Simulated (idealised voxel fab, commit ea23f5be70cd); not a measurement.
process module | voxel self aligned vias
cross-section cut | 220 nm wide | cells 5 nm
A cross-section is a grid of square cells, given in bands from the top down. A band is one or more rows of cells.
Each band's line starts with the height of the band's top and of its bottom, in nm. Then come its materials from left to right, each with its width in nm. One material with "throughout" fills the band from edge to edge. "air" is empty space.
Height 0 is the level under which the wafer as received is all one material. The lowest band goes on downwards, as in "0 down".
A width such as "30 to 40" changes by the same amount from each row of cells to the next, from the band's top row to its bottom row.
"no change" after a step means that no cell of the cross-section changed.
closed voids: empty space of 8 cells or more with no open way to the top, each as width x height at its distance from the left edge, in nm
after a step's settings: what the simulator itself notes on the step
overlay nm, on a step with a mask: how far to the right of its planned place the mask lay; to the left if negative
plan
1 op RECEIVE | material Si
2 op CONFORMAL_DEP | material SiO2 | thk nm 10
3 op CONFORMAL_DEP | material SiCN | thk nm 5
4 op DIRECTIONAL_DEP | material SiO2 | thk nm 25
5 op MASKED_ETCH | tone open | mask id LINES | width nm 30 | pitch nm 60 | etch materials SiO2 | depth nm 25 | overlay nm 0
6 op CONFORMAL_DEP | material TiN | thk nm 5
7 op FILL_DEP | material W | thk nm 10
8 op CMP | height nm 40
9 op SELECTIVE_ETCH | etch materials W Ru TiN | depth nm 10
10 op FILL_DEP | material SiN | thk nm 5
11 op CMP | height nm 40
12 op DIRECTIONAL_DEP | material SiO2 | thk nm 20
13 op DIRECTIONAL_DEP | material aC | thk nm 15
14 op PATTERN | tone open | mask id VIAS | material resist | width nm 40 | pitch nm 120 | thk nm 30 | overlay nm 0
15 op DIRECTIONAL_ETCH | etch materials aC | depth nm 15
16 op STRIP | etch materials resist
17 op DIRECTIONAL_ETCH | etch materials SiO2 | depth nm 20
18 op DIRECTIONAL_ETCH | etch materials SiN | depth nm 10
19 op STRIP | etch materials aC
20 op CONFORMAL_DEP | material TiN | thk nm 5
21 op FILL_DEP | material Cu | thk nm 5
22 op CMP | height nm 60
23 op CONFORMAL_DEP | material SiN | thk nm 5
as received, after step 1
  0 down: Si throughout
  closed voids: none
a wafer at the end: this start, this plan, one mistake
  65 to 60: SiN throughout
  60 to 40: SiO2 30 | TiN 5 | Cu 30 | TiN 5 | SiO2 80 | TiN 5 | Cu 30 | TiN 5 | SiO2 30
  40 to 35: SiO2 30 | TiN 5 | Cu 30 | TiN 5 | SiO2 25 | SiN 30 | SiO2 25 | TiN 5 | Cu 30 | TiN 5 | SiO2 30
  35 to 30: SiO2 30 | TiN 40 | SiO2 25 | SiN 30 | SiO2 25 | TiN 40 | SiO2 30
  30 to 20: SiO2 30 | TiN 10 | W 20 | TiN 10 | SiO2 25 | TiN 5 | W 20 | TiN 5 | SiO2 25 | TiN 10 | W 20 | TiN 10 | SiO2 30
  20 to 15: SiO2 35 | TiN 30 | SiO2 30 | TiN 30 | SiO2 30 | TiN 30 | SiO2 35
  15 to 10: SiCN throughout
  10 to 0: SiO2 throughout
  0 down: Si throughout
  closed voids: none
what went wrong: step 17 was run twice
